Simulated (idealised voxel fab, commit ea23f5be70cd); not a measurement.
Title: Process Module voxel wiring stack
We display cut, a cross-section 260 nm in width whose square cells are each 5 nm.
Each cross-section below is a grid of square cells, stated as bands in top-down order, with one or more rows of cells making up each band. Basically the band line says how high the top is and how high the bottom is, in nm, and then what's in it from left to right, every material with its width in nm. Empty space shows up as "empty", and if a single material carries "throughout" it runs the full band edge to edge. For the purposes of this specification, 0 denotes the height below which the wafer in its as-received condition is composed wholly of one material, and the lowermost band, lacking a lower limit, extends downward without end, as expressed in "from 0 down". The notation "30->40" denotes a width that varies across the rows of cells in the band, beginning at the first number in the top row, finishing at the second number in the bottom row, and changing by an identical amount from each row to the next. The designation "no modifications", where it is given for a processing step, indicates that no cell of the cross-section was altered in the course of that step. "Entrapped void list" specifies each empty space that is not open to the top and that occupies no fewer than 8 cells, using the form width x height at distance, the distance measured from the left edge and all three quantities in nm. It should be noted that, on the line of a given step, the content following the step's settings is a remark produced by the simulator itself with respect to that step. A step's line can hold "overlay nm"; with a mask on that step, the setting says how far right of the planned place the mask lay, while a negative setting says it lay to the left. Each of the pairs that make up the rest of this document says: here is the cross-section before one process step, here is the cross-section after it, drawn only down to the lowest band that changed, and here, under the pair, is the step lying between them with its settings. Different pairs may come from different runs of this module on the same starting wafer, so a pair continues from the pair above it only where its entry headed "Before-step section" says so.

Before-step section
  from 115 to 95 = SiO2 70; empty 15; SiO2 35; empty 15; SiO2 35; empty 15; SiO2 75
  from 95 to 90 = SiCN 70; empty 15; SiCN 35; empty 15; SiCN 35; empty 15; SiCN 75
  from 90 to 65 = SiO2 70; TiN 5; Ru 10; TiN 5; SiO2 30; TiN 5; Ru 10; TiN 5; SiO2 30; TiN 5; Ru 10; TiN 5; SiO2 70
  from 65 to 60 = SiCN 70; TiN 20; SiCN 30; TiN 20; SiCN 30; TiN 20; SiCN 70
  from 60 to 45 = lowk 70; TiN 5; Cu 5; TiN 5; lowk 85; TiN 5; Cu 5; TiN 5; lowk 75
  from 45 to 40 = SiCN 70; TiN 15; SiCN 85; TiN 15; SiCN 75
  from 40 to 35 = lowk throughout
  from 35 to 30 = lowk 65; SiN 30; lowk 20; SiN 30; lowk 20; SiN 30; lowk 65
  from 30 to 5 = lowk 65; SiN 5; W 20; SiN 5; lowk 20; SiN 5; W 20; SiN 5; lowk 20; SiN 5; W 20; SiN 5; lowk 65
  from 5 to 0 = SiN 70; TiN 20; SiN 30; TiN 20; SiN 30; TiN 20; SiN 70
  from 0 down = Si throughout
  Entrapped void list: none

Post-Step Geometry
  from 120 to 115 = TiN 75; empty 5; TiN 45; empty 5; TiN 45; empty 5; TiN 80
  from 115 to 95 = SiO2 70; TiN 5; empty 5; TiN 5; SiO2 35; TiN 5; empty 5; TiN 5; SiO2 35; TiN 5; empty 5; TiN 5; SiO2 75
  from 95 to 90 = SiCN 70; TiN 15; SiCN 35; TiN 15; SiCN 35; TiN 15; SiCN 75
  All layers under 90 are left as they were.
  Entrapped void list: none
Can you name the step between the two cross-sections above? It is CONFORMAL_DEP with material TiN, thk nm 5

Before-step section: The structure entering this step is exactly what the pair just above shows after its step.

Post-Step Geometry
  from 125 to 120 = W throughout
  from 120 to 115 = TiN 75; W 5; TiN 45; W 5; TiN 45; W 5; TiN 80
  from 115 to 95 = SiO2 70; TiN 5; W 5; TiN 5; SiO2 35; TiN 5; W 5; TiN 5; SiO2 35; TiN 5; W 5; TiN 5; SiO2 75
  All layers under 95 are left as they were.
  Entrapped void list: none
Can you name the step between the two cross-sections above? It is FILL_DEP with material W, thk nm 5

Before-step section: The structure entering this step is exactly what the pair just above shows after its step.

Post-Step Geometry
  from 115 to 95 = SiO2 70; TiN 5; W 5; TiN 5; SiO2 35; TiN 5; W 5; TiN 5; SiO2 35; TiN 5; W 5; TiN 5; SiO2 75
  All layers under 95 are left as they were.
  Entrapped void list: none
Can you name the step between the two cross-sections above? It is CMP with height nm 115

Before-step section: The structure entering this step is exactly what the pair just above shows after its step.

Post-Step Geometry
  from 120 to 115 = SiCN throughout
  All layers under 115 are left as they were.
  Entrapped void list: none
Can you name the step between the two cross-sections above? It is CONFORMAL_DEP with material SiCN, thk nm 5

Before-step section: The structure entering this step is exactly what the pair just above shows after its step.

Post-Step Geometry
  from 140 to 120 = SiO2 throughout
  All layers under 120 are left as they were.
  Entrapped void list: none
Can you name the step between the two cross-sections above? It is DIRECTIONAL_DEP with material SiO2, thk nm 20

Before-step section: The structure entering this step is exactly what the pair just above shows after its step.

Post-Step Geometry
  from 155 to 140 = resist 70; empty 20; resist 30; empty 20; resist 30; empty 20; resist 70
  All layers under 140 are left as they were.
  Entrapped void list: none
Can you name the step between the two cross-sections above? It is PATTERN with tone open, mask id METAL_3, material resist, width nm 20, pitch nm 50, thk nm 15, overlay nm 0

Before-step section: The structure entering this step is exactly what the pair just above shows after its step.

Post-Step Geometry
  from 155 to 140 = resist 70; empty 20; resist 30; empty 20; resist 30; empty 20; resist 70
  from 140 to 120 = SiO2 70; empty 20; SiO2 30; empty 20; SiO2 30; empty 20; SiO2 70
  All layers under 120 are left as they were.
  Entrapped void list: none
Can you name the step between the two cross-sections above? It is DIRECTIONAL_ETCH with etch materials SiO2, depth nm 20

Before-step section: The structure entering this step is exactly what the pair just above shows after its step.

Post-Step Geometry
  from 155 to 140 = resist 70; empty 20; resist 30; empty 20; resist 30; empty 20; resist 70
  from 140 to 120 = SiO2 70; empty 20; SiO2 30; empty 20; SiO2 30; empty 20; SiO2 70
  from 120 to 115 = SiCN 70; empty 20; SiCN 30; empty 20; SiCN 30; empty 20; SiCN 70
  All layers under 115 are left as they were.
  Entrapped void list: none
Can you name the step between the two cross-sections above? It is DIRECTIONAL_ETCH with etch materials SiCN, depth nm 5

Before-step section: The structure entering this step is exactly what the pair just above shows after its step.

Post-Step Geometry
  from 140 to 120 = SiO2 70; empty 20; SiO2 30; empty 20; SiO2 30; empty 20; SiO2 70
  All layers under 120 are left as they were.
  Entrapped void list: none
Can you name the step between the two cross-sections above? It is STRIP with etch materials resist

Before-step section: The structure entering this step is exactly what the pair just above shows after its step.

Post-Step Geometry
  from 145 to 140 = TiN 75; empty 10; TiN 40; empty 10; TiN 40; empty 10; TiN 75
  from 140 to 120 = SiO2 70; TiN 5; empty 10; TiN 5; SiO2 30; TiN 5; empty 10; TiN 5; SiO2 30; TiN 5; empty 10; TiN 5; SiO2 70
  from 120 to 115 = SiCN 70; TiN 20; SiCN 30; TiN 20; SiCN 30; TiN 20; SiCN 70
  All layers under 115 are left as they were.
  Entrapped void list: none
Can you name the step between the two cross-sections above? It is CONFORMAL_DEP with material TiN, thk nm 5

Before-step section: The structure entering this step is exactly what the pair just above shows after its step.

Post-Step Geometry
  from 150 to 145 = Ru throughout
  from 145 to 140 = TiN 75; Ru 10; TiN 40; Ru 10; TiN 40; Ru 10; TiN 75
  from 140 to 120 = SiO2 70; TiN 5; Ru 10; TiN 5; SiO2 30; TiN 5; Ru 10; TiN 5; SiO2 30; TiN 5; Ru 10; TiN 5; SiO2 70
  All layers under 120 are left as they were.
  Entrapped void list: none
Can you name the step between the two cross-sections above? It is FILL_DEP with material Ru, thk nm 5

Before-step section: The structure entering this step is exactly what the pair just above shows after its step.

Post-Step Geometry
  from 140 to 120 = SiO2 70; TiN 5; Ru 10; TiN 5; SiO2 30; TiN 5; Ru 10; TiN 5; SiO2 30; TiN 5; Ru 10; TiN 5; SiO2 70
  All layers under 120 are left as they were.
  Entrapped void list: none
Can you name the step between the two cross-sections above? It is CMP with height nm 140

Before-step section: The structure entering this step is exactly what the pair just above shows after its step.

Post-Step Geometry
  from 145 to 140 = empty 65; Ru 30; empty 20; Ru 30; empty 20; Ru 30; empty 65
  All layers under 140 are left as they were.
  Entrapped void list: none
Can you name the step between the two cross-sections above? It is EPI with material Ru, thk nm 5

Before-step section: The structure entering this step is exactly what the pair just above shows after its step.

Post-Step Geometry
  from 150 to 145 = SiCN throughout
  from 145 to 140 = SiCN 65; Ru 30; SiCN 20; Ru 30; SiCN 20; Ru 30; SiCN 65
  All layers under 140 are left as they were.
  Entrapped void list: none
Can you name the step between the two cross-sections above? It is FILL_DEP with material SiCN, thk nm 5

Before-step section
  from 5 to 0 = TiN throughout
  from 0 down = Si throughout
  Entrapped void list: none

Post-Step Geometry
  from 15 to 5 = SiO2 throughout
  All layers under 5 are left as they were.
  Entrapped void list: none
Can you name the step between the two cross-sections above? It is CONFORMAL_DEP with material SiO2, thk nm 10

Before-step section: The structure entering this step is exactly what the pair just above shows after its step.

Post-Step Geometry
  from 40 to 15 = W throughout
  All layers under 15 are left as they were.
  Entrapped void list: none
Can you name the step between the two cross-sections above? It is DIRECTIONAL_DEP with material W, thk nm 25

Before-step section: The structure entering this step is exactly what the pair just above shows after its step.

Post-Step Geometry
  from 40 to 15 = empty 70; W 20; empty 30; W 20; empty 30; W 20; empty 70
  All layers under 15 are left as they were.
  Entrapped void list: none
Can you name the step between the two cross-sections above? It is MASKED_ETCH with tone cover, mask id METAL_1, width nm 20, pitch nm 50, etch materials W, depth nm 25, overlay nm 0

Before-step section: The structure entering this step is exactly what the pair just above shows after its step.

Post-Step Geometry
  from 45 to 40 = empty 65; SiN 30; empty 20; SiN 30; empty 20; SiN 30; empty 65
  from 40 to 20 = empty 65; SiN 5; W 20; SiN 5; empty 20; SiN 5; W 20; SiN 5; empty 20; SiN 5; W 20; SiN 5; empty 65
  from 20 to 15 = SiN 70; W 20; SiN 30; W 20; SiN 30; W 20; SiN 70
  All layers under 15 are left as they were.
  Entrapped void list: none
Can you name the step between the two cross-sections above? It is CONFORMAL_DEP with material SiN, thk nm 5

Before-step section: The structure entering this step is exactly what the pair just above shows after its step.

Post-Step Geometry
  from 55 to 45 = lowk throughout
  from 45 to 40 = lowk 65; SiN 30; lowk 20; SiN 30; lowk 20; SiN 30; lowk 65
  from 40 to 20 = lowk 65; SiN 5; W 20; SiN 5; lowk 20; SiN 5; W 20; SiN 5; lowk 20; SiN 5; W 20; SiN 5; lowk 65
  All layers under 20 are left as they were.
  Entrapped void list: none
Can you name the step between the two cross-sections above? It is FILL_DEP with material lowk, thk nm 10

Before-step section: The structure entering this step is exactly what the pair just above shows after its step.

Post-Step Geometry
  from 40 to 20 = lowk 65; SiN 5; W 20; SiN 5; lowk 20; SiN 5; W 20; SiN 5; lowk 20; SiN 5; W 20; SiN 5; lowk 65
  All layers under 20 are left as they were.
  Entrapped void list: none
Can you name the step between the two cross-sections above? It is CMP with height nm 40

Before-step section: The structure entering this step is exactly what the pair just above shows after its step.

Post-Step Geometry
  from 45 to 40 = SiCN throughout
  All layers under 40 are left as they were.
  Entrapped void list: none
Can you name the step between the two cross-sections above? It is CONFORMAL_DEP with material SiCN, thk nm 5

Before-step section: The structure entering this step is exactly what the pair just above shows after its step.

Post-Step Geometry
  from 60 to 45 = lowk throughout
  All layers under 45 are left as they were.
  Entrapped void list: none
Can you name the step between the two cross-sections above? It is DIRECTIONAL_DEP with material lowk, thk nm 15

Before-step section: The structure entering this step is exactly what the pair just above shows after its step.

Post-Step Geometry
  from 60 to 45 = lowk 70; empty 15; lowk 85; empty 15; lowk 75
  All layers under 45 are left as they were.
  Entrapped void list: none
Can you name the step between the two cross-sections above? It is MASKED_ETCH with tone open, mask id PLUG_1, width nm 15, pitch nm 100, etch materials lowk, depth nm 15, overlay nm 0

Before-step section: The structure entering this step is exactly what the pair just above shows after its step.

Post-Step Geometry
  from 60 to 45 = lowk 70; empty 15; lowk 85; empty 15; lowk 75
  from 45 to 40 = SiCN 70; empty 15; SiCN 85; empty 15; SiCN 75
  All layers under 40 are left as they were.
  Entrapped void list: none
Can you name the step between the two cross-sections above? It is MASKED_ETCH with tone open, mask id PLUG_1, width nm 15, pitch nm 100, etch materials SiCN, depth nm 5, overlay nm 0

Before-step section: The structure entering this step is exactly what the pair just above shows after its step.

Post-Step Geometry
  from 65 to 60 = TiN 75; empty 5; TiN 95; empty 5; TiN 80
  from 60 to 45 = lowk 70; TiN 5; empty 5; TiN 5; lowk 85; TiN 5; empty 5; TiN 5; lowk 75
  from 45 to 40 = SiCN 70; TiN 15; SiCN 85; TiN 15; SiCN 75
  All layers under 40 are left as they were.
  Entrapped void list: none
Can you name the step between the two cross-sections above? It is CONFORMAL_DEP with material TiN, thk nm 5

Before-step section: The structure entering this step is exactly what the pair just above shows after its step.

Post-Step Geometry
  from 70 to 65 = Cu throughout
  from 65 to 60 = TiN 75; Cu 5; TiN 95; Cu 5; TiN 80
  from 60 to 45 = lowk 70; TiN 5; Cu 5; TiN 5; lowk 85; TiN 5; Cu 5; TiN 5; lowk 75
  All layers under 45 are left as they were.
  Entrapped void list: none
Can you name the step between the two cross-sections above? It is FILL_DEP with material Cu, thk nm 5

Before-step section: The structure entering this step is exactly what the pair just above shows after its step.

Post-Step Geometry
  from 60 to 45 = lowk 70; TiN 5; Cu 5; TiN 5; lowk 85; TiN 5; Cu 5; TiN 5; lowk 75
  All layers under 45 are left as they were.
  Entrapped void list: none
Can you name the step between the two cross-sections above? It is CMP with height nm 60

Before-step section: The structure entering this step is exactly what the pair just above shows after its step.

Post-Step Geometry
  from 65 to 60 = SiCN throughout
  All layers under 60 are left as they were.
  Entrapped void list: none
Can you name the step between the two cross-sections above? It is CONFORMAL_DEP with material SiCN, thk nm 5

Before-step section: The structure entering this step is exactly what the pair just above shows after its step.

Post-Step Geometry
  from 90 to 65 = SiO2 throughout
  All layers under 65 are left as they were.
  Entrapped void list: none
Can you name the step between the two cross-sections above? It is DIRECTIONAL_DEP with material SiO2, thk nm 25

Before-step section: The structure entering this step is exactly what the pair just above shows after its step.

Post-Step Geometry
  from 105 to 90 = aC throughout
  All layers under 90 are left as they were.
  Entrapped void list: none
Can you name the step between the two cross-sections above? It is DIRECTIONAL_DEP with material aC, thk nm 15

Before-step section: The structure entering this step is exactly what the pair just above shows after its step.

Post-Step Geometry
  from 135 to 105 = resist 70; empty 20; resist 30; empty 20; resist 30; empty 20; resist 70
  All layers under 105 are left as they were.
  Entrapped void list: none
Can you name the step between the two cross-sections above? It is PATTERN with tone open, mask id METAL_2, material resist, width nm 20, pitch nm 50, thk nm 30, overlay nm 0

Before-step section: The structure entering this step is exactly what the pair just above shows after its step.

Post-Step Geometry
  from 120 to 105 = resist 70; empty 20; resist 30; empty 20; resist 30; empty 20; resist 70
  from 105 to 90 = aC 70; empty 20; aC 30; empty 20; aC 30; empty 20; aC 70
  All layers under 90 are left as they were.
  Entrapped void list: none
Can you name the step between the two cross-sections above? It is DIRECTIONAL_ETCH with etch materials aC, depth nm 15

Before-step section: The structure entering this step is exactly what the pair just above shows after its step.

Post-Step Geometry
  from 105 to 90 = aC 70; empty 20; aC 30; empty 20; aC 30; empty 20; aC 70
  All layers under 90 are left as they were.
  Entrapped void list: none
Can you name the step between the two cross-sections above? It is STRIP with etch materials resist

Before-step section: The structure entering this step is exactly what the pair just above shows after its step.

Post-Step Geometry
  from 105 to 90 = aC 70; empty 20; aC 30; empty 20; aC 30; empty 20; aC 70
  from 90 to 65 = SiO2 70; empty 20; SiO2 30; empty 20; SiO2 30; empty 20; SiO2 70
  All layers under 65 are left as they were.
  Entrapped void list: none
Can you name the step between the two cross-sections above? It is DIRECTIONAL_ETCH with etch materials SiO2, depth nm 25

Before-step section: The structure entering this step is exactly what the pair just above shows after its step.

Post-Step Geometry
  from 105 to 90 = aC 70; empty 20; aC 30; empty 20; aC 30; empty 20; aC 70
  from 90 to 65 = SiO2 70; empty 20; SiO2 30; empty 20; SiO2 30; empty 20; SiO2 70
  from 65 to 60 = SiCN 70; empty 20; SiCN 30; empty 20; SiCN 30; empty 20; SiCN 70
  All layers under 60 are left as they were.
  Entrapped void list: none
Can you name the step between the two cross-sections above? It is DIRECTIONAL_ETCH with etch materials SiCN, depth nm 5

Before-step section: The structure entering this step is exactly what the pair just above shows after its step.

Post-Step Geometry
  from 90 to 65 = SiO2 70; empty 20; SiO2 30; empty 20; SiO2 30; empty 20; SiO2 70
  All layers under 65 are left as they were.
  Entrapped void list: none
Can you name the step between the two cross-sections above? It is STRIP with etch materials aC

Before-step section: The structure entering this step is exactly what the pair just above shows after its step.

Post-Step Geometry
  from 95 to 90 = TiN 75; empty 10; TiN 40; empty 10; TiN 40; empty 10; TiN 75
  from 90 to 65 = SiO2 70; TiN 5; empty 10; TiN 5; SiO2 30; TiN 5; empty 10; TiN 5; SiO2 30; TiN 5; empty 10; TiN 5; SiO2 70
  from 65 to 60 = SiCN 70; TiN 20; SiCN 30; TiN 20; SiCN 30; TiN 20; SiCN 70
  All layers under 60 are left as they were.
  Entrapped void list: none
Can you name the step between the two cross-sections above? It is CONFORMAL_DEP with material TiN, thk nm 5

Before-step section: The structure entering this step is exactly what the pair just above shows after its step.

Post-Step Geometry
  from 105 to 95 = Ru throughout
  from 95 to 90 = TiN 75; Ru 10; TiN 40; Ru 10; TiN 40; Ru 10; TiN 75
  from 90 to 65 = SiO2 70; TiN 5; Ru 10; TiN 5; SiO2 30; TiN 5; Ru 10; TiN 5; SiO2 30; TiN 5; Ru 10; TiN 5; SiO2 70
  All layers under 65 are left as they were.
  Entrapped void list: none
Can you name the step between the two cross-sections above? It is FILL_DEP with material Ru, thk nm 10

Before-step section: The structure entering this step is exactly what the pair just above shows after its step.

Post-Step Geometry
  from 90 to 65 = SiO2 70; TiN 5; Ru 10; TiN 5; SiO2 30; TiN 5; Ru 10; TiN 5; SiO2 30; TiN 5; Ru 10; TiN 5; SiO2 70
  All layers under 65 are left as they were.
  Entrapped void list: none
Can you name the step between the two cross-sections above? It is CMP with height nm 90

Before-step section: The structure entering this step is exactly what the pair just above shows after its step.

Post-Step Geometry
  from 95 to 90 = SiCN throughout
  All layers under 90 are left as they were.
  Entrapped void list: none
Can you name the step between the two cross-sections above? It is CONFORMAL_DEP with material SiCN, thk nm 5

Before-step section: The structure entering this step is exactly what the pair just above shows after its step.

Post-Step Geometry
  from 115 to 95 = SiO2 throughout
  All layers under 95 are left as they were.
  Entrapped void list: none
Can you name the step between the two cross-sections above? It is DIRECTIONAL_DEP with material SiO2, thk nm 20

Before-step section: The structure entering this step is exactly what the pair just above shows after its step.

Post-Step Geometry
  from 115 to 95 = SiO2 70; empty 15; SiO2 35; empty 15; SiO2 35; empty 15; SiO2 75
  All layers under 95 are left as they were.
  Entrapped void list: none
Can you name the step between the two cross-sections above? It is MASKED_ETCH with tone open, mask id PLUG_2, width nm 15, pitch nm 50, etch materials SiO2, depth nm 20, overlay nm 0

Before-step section: The structure entering this step is exactly what the pair just above shows after its step.

Post-Step Geometry
  from 115 to 95 = SiO2 70; empty 15; SiO2 35; empty 15; SiO2 35; empty 15; SiO2 75
  from 95 to 90 = SiCN 70; empty 15; SiCN 35; empty 15; SiCN 35; empty 15; SiCN 75
  All layers under 90 are left as they were.
  Entrapped void list: none
Can you name the step between the two cross-sections above? It is MASKED_ETCH with tone open, mask id PLUG_2, width nm 15, pitch nm 50, etch materials SiCN, depth nm 5, overlay nm 0

Before-step section: The structure entering this step is exactly what the pair just above shows after its step.

Post-Step Geometry
  from 120 to 115 = TiN 75; empty 5; TiN 45; empty 5; TiN 45; empty 5; TiN 80
  from 115 to 95 = SiO2 70; TiN 5; empty 5; TiN 5; SiO2 35; TiN 5; empty 5; TiN 5; SiO2 35; TiN 5; empty 5; TiN 5; SiO2 75
  from 95 to 90 = SiCN 70; TiN 15; SiCN 35; TiN 15; SiCN 35; TiN 15; SiCN 75
  All layers under 90 are left as they were.
  Entrapped void list: none
Can you name the step between the two cross-sections above? It is CONFORMAL_DEP with material TiN, thk nm 5

Before-step section: The structure entering this step is exactly what the pair just above shows after its step.

Post-Step Geometry
  from 125 to 120 = W throughout
  from 120 to 115 = TiN 75; W 5; TiN 45; W 5; TiN 45; W 5; TiN 80
  from 115 to 95 = SiO2 70; TiN 5; W 5; TiN 5; SiO2 35; TiN 5; W 5; TiN 5; SiO2 35; TiN 5; W 5; TiN 5; SiO2 75
  All layers under 95 are left as they were.
  Entrapped void list: none
Can you name the step between the two cross-sections above? It is FILL_DEP with material W, thk nm 5

Before-step section: The structure entering this step is exactly what the pair just above shows after its step.

Post-Step Geometry
  from 115 to 95 = SiO2 70; TiN 5; W 5; TiN 5; SiO2 35; TiN 5; W 5; TiN 5; SiO2 35; TiN 5; W 5; TiN 5; SiO2 75
  All layers under 95 are left as they were.
  Entrapped void list: none
Can you name the step between the two cross-sections above? It is CMP with height nm 115

Before-step section: The structure entering this step is exactly what the pair just above shows after its step.

Post-Step Geometry
  from 120 to 115 = SiCN throughout
  All layers under 115 are left as they were.
  Entrapped void list: none
Can you name the step between the two cross-sections above? It is CONFORMAL_DEP with material SiCN, thk nm 5

Before-step section: The structure entering this step is exactly what the pair just above shows after its step.

Post-Step Geometry
  from 140 to 120 = SiO2 throughout
  All layers under 120 are left as they were.
  Entrapped void list: none
Can you name the step between the two cross-sections above? It is DIRECTIONAL_DEP with material SiO2, thk nm 20

Before-step section: The structure entering this step is exactly what the pair just above shows after its step.

Post-Step Geometry
  from 155 to 140 = resist 70; empty 20; resist 30; empty 20; resist 30; empty 20; resist 70
  All layers under 140 are left as they were.
  Entrapped void list: none
Can you name the step between the two cross-sections above? It is PATTERN with tone open, mask id METAL_3, material resist, width nm 20, pitch nm 50, thk nm 15, overlay nm 0

Before-step section: The structure entering this step is exactly what the pair just above shows after its step.

Post-Step Geometry
  from 155 to 140 = resist 70; empty 20; resist 30; empty 20; resist 30; empty 20; resist 70
  from 140 to 120 = SiO2 70; empty 20; SiO2 30; empty 20; SiO2 30; empty 20; SiO2 70
  All layers under 120 are left as they were.
  Entrapped void list: none
Can you name the step between the two cross-sections above? It is DIRECTIONAL_ETCH with etch materials SiO2, depth nm 20

Before-step section: The structure entering this step is exactly what the pair just above shows after its step.

Post-Step Geometry
  from 155 to 140 = resist 70; empty 20; resist 30; empty 20; resist 30; empty 20; resist 70
  from 140 to 120 = SiO2 70; empty 20; SiO2 30; empty 20; SiO2 30; empty 20; SiO2 70
  from 120 to 115 = SiCN 70; empty 20; SiCN 30; empty 20; SiCN 30; empty 20; SiCN 70
  All layers under 115 are left as they were.
  Entrapped void list: none
Can you name the step between the two cross-sections above? It is DIRECTIONAL_ETCH with etch materials SiCN, depth nm 5

Before-step section: The structure entering this step is exactly what the pair just above shows after its step.

Post-Step Geometry
  from 140 to 120 = SiO2 70; empty 20; SiO2 30; empty 20; SiO2 30; empty 20; SiO2 70
  All layers under 120 are left as they were.
  Entrapped void list: none
Can you name the step between the two cross-sections above? It is STRIP with etch materials resist

Before-step section: The structure entering this step is exactly what the pair just above shows after its step.

Post-Step Geometry
  from 145 to 140 = TiN 75; empty 10; TiN 40; empty 10; TiN 40; empty 10; TiN 75
  from 140 to 120 = SiO2 70; TiN 5; empty 10; TiN 5; SiO2 30; TiN 5; empty 10; TiN 5; SiO2 30; TiN 5; empty 10; TiN 5; SiO2 70
  from 120 to 115 = SiCN 70; TiN 20; SiCN 30; TiN 20; SiCN 30; TiN 20; SiCN 70
  All layers under 115 are left as they were.
  Entrapped void list: none
Can you name the step between the two cross-sections above? It is CONFORMAL_DEP with material TiN, thk nm 5

Before-step section: The structure entering this step is exactly what the pair just above shows after its step.

Post-Step Geometry
  from 150 to 145 = Ru throughout
  from 145 to 140 = TiN 75; Ru 10; TiN 40; Ru 10; TiN 40; Ru 10; TiN 75
  from 140 to 120 = SiO2 70; TiN 5; Ru 10; TiN 5; SiO2 30; TiN 5; Ru 10; TiN 5; SiO2 30; TiN 5; Ru 10; TiN 5; SiO2 70
  All layers under 120 are left as they were.
  Entrapped void list: none
Can you name the step between the two cross-sections above? It is FILL_DEP with material Ru, thk nm 5

Before-step section: The structure entering this step is exactly what the pair just above shows after its step.

Post-Step Geometry
  from 140 to 120 = SiO2 70; TiN 5; Ru 10; TiN 5; SiO2 30; TiN 5; Ru 10; TiN 5; SiO2 30; TiN 5; Ru 10; TiN 5; SiO2 70
  All layers under 120 are left as they were.
  Entrapped void list: none
Can you name the step between the two cross-sections above? It is CMP with height nm 140

Before-step section: The structure entering this step is exactly what the pair just above shows after its step.

Post-Step Geometry
  from 145 to 140 = empty 65; Ru 30; empty 20; Ru 30; empty 20; Ru 30; empty 65
  All layers under 140 are left as they were.
  Entrapped void list: none
Can you name the step between the two cross-sections above? It is EPI with material Ru, thk nm 5

Before-step section: The structure entering this step is exactly what the pair just above shows after its step.

Post-Step Geometry
  from 150 to 145 = SiCN throughout
  from 145 to 140 = SiCN 65; Ru 30; SiCN 20; Ru 30; SiCN 20; Ru 30; SiCN 65
  All layers under 140 are left as they were.
  Entrapped void list: none
Can you name the step between the two cross-sections above? It is FILL_DEP with material SiCN, thk nm 5

Before-step section
  from 10 to 0 = SiO2 throughout
  from 0 down = Si throughout
  Entrapped void list: none

Post-Step Geometry
  from 25 to 10 = TiN throughout
  All layers under 10 are left as they were.
  Entrapped void list: none
Can you name the step between the two cross-sections above? It is DIRECTIONAL_DEP with material TiN, thk nm 15

Before-step section: The structure entering this step is exactly what the pair just above shows after its step.

Post-Step Geometry
  from 50 to 25 = W throughout
  All layers under 25 are left as they were.
  Entrapped void list: none
Can you name the step between the two cross-sections above? It is DIRECTIONAL_DEP with material W, thk nm 25

Before-step section: The structure entering this step is exactly what the pair just above shows after its step.

Post-Step Geometry
  from 50 to 25 = empty 70; W 20; empty 30; W 20; empty 30; W 20; empty 70
  All layers under 25 are left as they were.
  Entrapped void list: none
Can you name the step between the two cross-sections above? It is MASKED_ETCH with tone cover, mask id METAL_1, width nm 20, pitch nm 50, etch materials W, depth nm 25, overlay nm 0

Before-step section: The structure entering this step is exactly what the pair just above shows after its step.

Post-Step Geometry
  from 50 to 25 = empty 70; W 20; empty 30; W 20; empty 30; W 20; empty 70
  from 25 to 20 = empty 70; TiN 20; empty 30; TiN 20; empty 30; TiN 20; empty 70
  All layers under 20 are left as they were.
  Entrapped void list: none
Can you name the step between the two cross-sections above? It is MASKED_ETCH with tone cover, mask id METAL_1, width nm 20, pitch nm 50, etch materials TiN, depth nm 5, overlay nm 0

Before-step section: The structure entering this step is exactly what the pair just above shows after its step.

Post-Step Geometry
  from 55 to 50 = empty 65; SiN 30; empty 20; SiN 30; empty 20; SiN 30; empty 65
  from 50 to 25 = empty 65; SiN 5; W 20; SiN 5; empty 20; SiN 5; W 20; SiN 5; empty 20; SiN 5; W 20; SiN 5; empty 65
  from 25 to 20 = SiN 70; TiN 20; SiN 30; TiN 20; SiN 30; TiN 20; SiN 70
  All layers under 20 are left as they were.
  Entrapped void list: none
Can you name the step between the two cross-sections above? It is CONFORMAL_DEP with material SiN, thk nm 5

Before-step section: The structure entering this step is exactly what the pair just above shows after its step.

Post-Step Geometry
  from 65 to 55 = lowk throughout
  from 55 to 50 = lowk 65; SiN 30; lowk 20; SiN 30; lowk 20; SiN 30; lowk 65
  from 50 to 25 = lowk 65; SiN 5; W 20; SiN 5; lowk 20; SiN 5; W 20; SiN 5; lowk 20; SiN 5; W 20; SiN 5; lowk 65
  All layers under 25 are left as they were.
  Entrapped void list: none
Can you name the step between the two cross-sections above? It is FILL_DEP with material lowk, thk nm 10

Before-step section: The structure entering this step is exactly what the pair just above shows after its step.

Post-Step Geometry
  from 40 to 25 = lowk 65; SiN 5; W 20; SiN 5; lowk 20; SiN 5; W 20; SiN 5; lowk 20; SiN 5; W 20; SiN 5; lowk 65
  All layers under 25 are left as they were.
  Entrapped void list: none
Can you name the step between the two cross-sections above? It is CMP with height nm 40

Before-step section: The structure entering this step is exactly what the pair just above shows after its step.

Post-Step Geometry
  from 45 to 40 = SiCN throughout
  All layers under 40 are left as they were.
  Entrapped void list: none
Can you name the step between the two cross-sections above? It is CONFORMAL_DEP with material SiCN, thk nm 5

Before-step section: The structure entering this step is exactly what the pair just above shows after its step.

Post-Step Geometry
  from 60 to 45 = lowk throughout
  All layers under 45 are left as they were.
  Entrapped void list: none
Can you name the step between the two cross-sections above? It is DIRECTIONAL_DEP with material lowk, thk nm 15

Before-step section: The structure entering this step is exactly what the pair just above shows after its step.

Post-Step Geometry
  from 60 to 45 = lowk 70; empty 15; lowk 85; empty 15; lowk 75
  All layers under 45 are left as they were.
  Entrapped void list: none
Can you name the step between the two cross-sections above? It is MASKED_ETCH with tone open, mask id PLUG_1, width nm 15, pitch nm 100, etch materials lowk, depth nm 15, overlay nm 0

Before-step section: The structure entering this step is exactly what the pair just above shows after its step.

Post-Step Geometry
  from 60 to 45 = lowk 70; empty 15; lowk 85; empty 15; lowk 75
  from 45 to 40 = SiCN 70; empty 15; SiCN 85; empty 15; SiCN 75
  All layers under 40 are left as they were.
  Entrapped void list: none
Can you name the step between the two cross-sections above? It is MASKED_ETCH with tone open, mask id PLUG_1, width nm 15, pitch nm 100, etch materials SiCN, depth nm 5, overlay nm 0

Before-step section: The structure entering this step is exactly what the pair just above shows after its step.

Post-Step Geometry
  from 65 to 60 = TiN 75; empty 5; TiN 95; empty 5; TiN 80
  from 60 to 45 = lowk 70; TiN 5; empty 5; TiN 5; lowk 85; TiN 5; empty 5; TiN 5; lowk 75
  from 45 to 40 = SiCN 70; TiN 15; SiCN 85; TiN 15; SiCN 75
  All layers under 40 are left as they were.
  Entrapped void list: none
Can you name the step between the two cross-sections above? It is CONFORMAL_DEP with material TiN, thk nm 5

Before-step section: The structure entering this step is exactly what the pair just above shows after its step.

Post-Step Geometry
  from 70 to 65 = Cu throughout
  from 65 to 60 = TiN 75; Cu 5; TiN 95; Cu 5; TiN 80
  from 60 to 45 = lowk 70; TiN 5; Cu 5; TiN 5; lowk 85; TiN 5; Cu 5; TiN 5; lowk 75
  All layers under 45 are left as they were.
  Entrapped void list: none
Can you name the step between the two cross-sections above? It is FILL_DEP with material Cu, thk nm 5

Before-step section: The structure entering this step is exactly what the pair just above shows after its step.

Post-Step Geometry
  from 60 to 45 = lowk 70; TiN 5; Cu 5; TiN 5; lowk 85; TiN 5; Cu 5; TiN 5; lowk 75
  All layers under 45 are left as they were.
  Entrapped void list: none
Can you name the step between the two cross-sections above? It is CMP with height nm 60
